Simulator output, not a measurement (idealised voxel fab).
The following process module bears the name voxel local oxidation.
Square cell edge 5 nm, section width 175 nm, ID cut.
Cross-section, as written here: a square-cell grid given band by band from the top down, where a band holds one or more rows of cells.
Top height, bottom height, nm. Materials left to right, width each, nm. Single material + "full width" = fills band edge to edge. "air" = empty.
Heads up on the height convention: 0 is the point under which the incoming wafer is all one material, and the lowest band has no bottom, it just keeps going down, like "0 and below".
With a width like "30..40", each row of cells in the band differs from the next by the same amount, the top row carrying the first number and the bottom row the second.
Basically "nothing was modified" means that step didn't change any cell in the cross-section.
Enclosed voids (no open way to top), threshold 8 cells or more, entry "Sealed-off cavities", notation width x height at distance, distance from left edge, nm.
On each step's line, the part that comes after the settings is the simulator's own comment on the step.
What "overlay nm" on a step's line means: if the step has a mask, that mask lay this far to the right of its planned place, or, when the value is negative, to the left.
Process steps (planned)
- 1: RECEIVE [material Si]
- 2: OXIDIZE [depth nm 5]
- 3: CONFORMAL_DEP [material SiN] [thk nm 10]
- 4: PATTERN [tone cover] [mask id ACTIVE] [material resist] [width nm 130] [thk nm 15] [overlay nm 0]
- 5: DIRECTIONAL_ETCH [etch materials SiN] [depth nm 10]
- 6: STRIP [etch materials resist]
- 7: SELECTIVE_ETCH [etch materials SiO2] [depth nm 5]
- 8: OXIDIZE [depth nm 10]
- 9: STRIP [etch materials SiN]
The first of a set of two wafers, run to plan
As-received wafer cross-section (after step 1)
	0 and below = Si full width
	Sealed-off cavities: none
After step 2, in cross-section
	0 down to -5 = SiO2 full width
	Under the height -5 nothing was changed.
After step 3, in cross-section
	10 down to 0 = SiN full width
	Under the height 0 nothing was changed.
After step 4, in cross-section
	25 down to 10 = air (20)  resist (130)  air (25)
	Under the height 10 nothing was changed.
After step 5, in cross-section
	25 down to 10 = air (20)  resist (130)  air (25)
	10 down to 0 = air (20)  SiN (130)  air (25)
	Under the height 0 nothing was changed.
After step 6, in cross-section
	10 down to 0 = air (20)  SiN (130)  air (25)
	Under the height 0 nothing was changed.
After step 7, in cross-section
	10 down to 0 = air (20)  SiN (130)  air (25)
	0 down to -5 = air (25)  SiO2 (120)  air (30)
	Under the height -5 nothing was changed.
After step 8, in cross-section
	10 down to 0 = air (20)  SiN (130)  air (25)
	0 down to -5 = air (25)  SiO2 (120)  air (30)
	-5 down to -15 = SiO2 (35)  Si (100)  SiO2 (40)
	Under the height -15 nothing was changed.
After step 9, in cross-section
	0 down to -5 = air (25)  SiO2 (120)  air (30)
	Under the height -5 nothing was changed.
Wafer two of two - same starting point, same process plan, one mistake in execution; matches wafer one up to and including step 5
Cross-sectional representation of the second wafer at the time designated in the plan for the completion of step 6
	25 down to 10 = air (20)  resist (130)  air (25)
	10 down to 0 = air (20)  SiN (130)  air (25)
	0 down to -5 = air (25)  SiO2 (120)  air (30)
	Under the height -5 nothing was changed.
Cross-sectional representation of the second wafer at the time designated in the plan for the completion of step 7
	10 down to 0 = air (20)  SiN (130)  air (25)
	Under the height 0 nothing was changed.
Cross-sectional representation of the second wafer at the time designated in the plan for the completion of step 8
	10 down to 0 = air (20)  SiN (130)  air (25)
	0 down to -5 = air (25)  SiO2 (120)  air (30)
	-5 down to -15 = SiO2 (35)  Si (100)  SiO2 (40)
	Under the height -15 nothing was changed.
Cross-sectional representation of the second wafer at the time designated in the plan for the completion of step 9
	0 down to -5 = air (25)  SiO2 (120)  air (30)
	Under the height -5 nothing was changed.
It is concluded that the wafer was processed incorrectly with respect to the plan, in that so 6 and 7 got swapped relative to the plan, each ran where the other was supposed to
Given identical final cross-sections on the two wafers, the mistake has no effect on any quantity computed by this model.
